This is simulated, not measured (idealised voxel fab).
Process module under the name voxel tone inversion
Section cut is 160 nm wide and gridded with 5 nm square cells.
This document writes a cross-section as a grid whose cells are square, and gives it as bands, listed from the top down; one or more rows of cells form a band.
Basically the band line says how high the top is and how high the bottom is, in nm, and then what's in it from left to right, every material with its width in nm. Empty space shows up as "blank", and if a single material carries "full width" it runs the full band edge to edge.
Heights are reckoned from 0. Under this level, the received wafer is all of one material. The bottommost band is open-ended downward, for example "0 and below".
The notation "30..40" denotes a width that varies across the rows of cells in the band, beginning at the first number in the top row, finishing at the second number in the bottom row, and changing by an identical amount from each row to the next.
When a step is marked "nothing was modified", none of the cells in the cross-section changed during that step.
"Enclosed void inventory": sealed empty spaces, 8 cells or more, no open way to top, listed width x height at distance, with distance from the left edge and width, height and distance in nm.
Anything after a step's settings on that line? It's the simulator's own note about the step.
The setting "overlay nm" may be written on the line of a step. When the step uses a mask, the value reports how far to the right of the planned place the mask lay, and a negative value reports that it lay to the left.

### Set out below are the planned steps of the process
1) RECEIVE | material Si
2) CONFORMAL_DEP | material SiN | thk nm 10
3) DIRECTIONAL_DEP | material aC | thk nm 15
4) PATTERN | tone cover | mask id POSTS | material resist | width nm 15 | pitch nm 40 | thk nm 20 | overlay nm 0
5) DIRECTIONAL_ETCH | etch materials aC | depth nm 15
6) STRIP | etch materials resist
7) FILL_DEP | material SiO2 | thk nm 5
8) CMP | height nm 25
9) STRIP | etch materials aC

### Cross-section of the wafer upon arrival, representing the state reached after step 1
    0 and below  Si full width
    Enclosed void inventory: none

### Looking at the first of two wafers in cross-section at end of module - ran to plan
    25 down to 10  SiO2 30  blank 15  SiO2 25  blank 15  SiO2 25  blank 15  SiO2 35
    10 down to 0  SiN full width
    0 and below  Si full width
    Enclosed void inventory: none

### Wafer two cross-section, module end. Start and plan unchanged from wafer one; one mistake made during the run
    25 down to 10  blank 30  aC 15  blank 25  aC 15  blank 25  aC 15  blank 35
    10 down to 0  SiN full width
    0 and below  Si full width
    Enclosed void inventory: none
What broke from the plan during processing? note that step 9 departed from the planned setting and was carried out as STRIP | etch materials SiO2
Final difference in cells, second wafer against first, listed per material as more or fewer: -69 SiO2, +27 aC
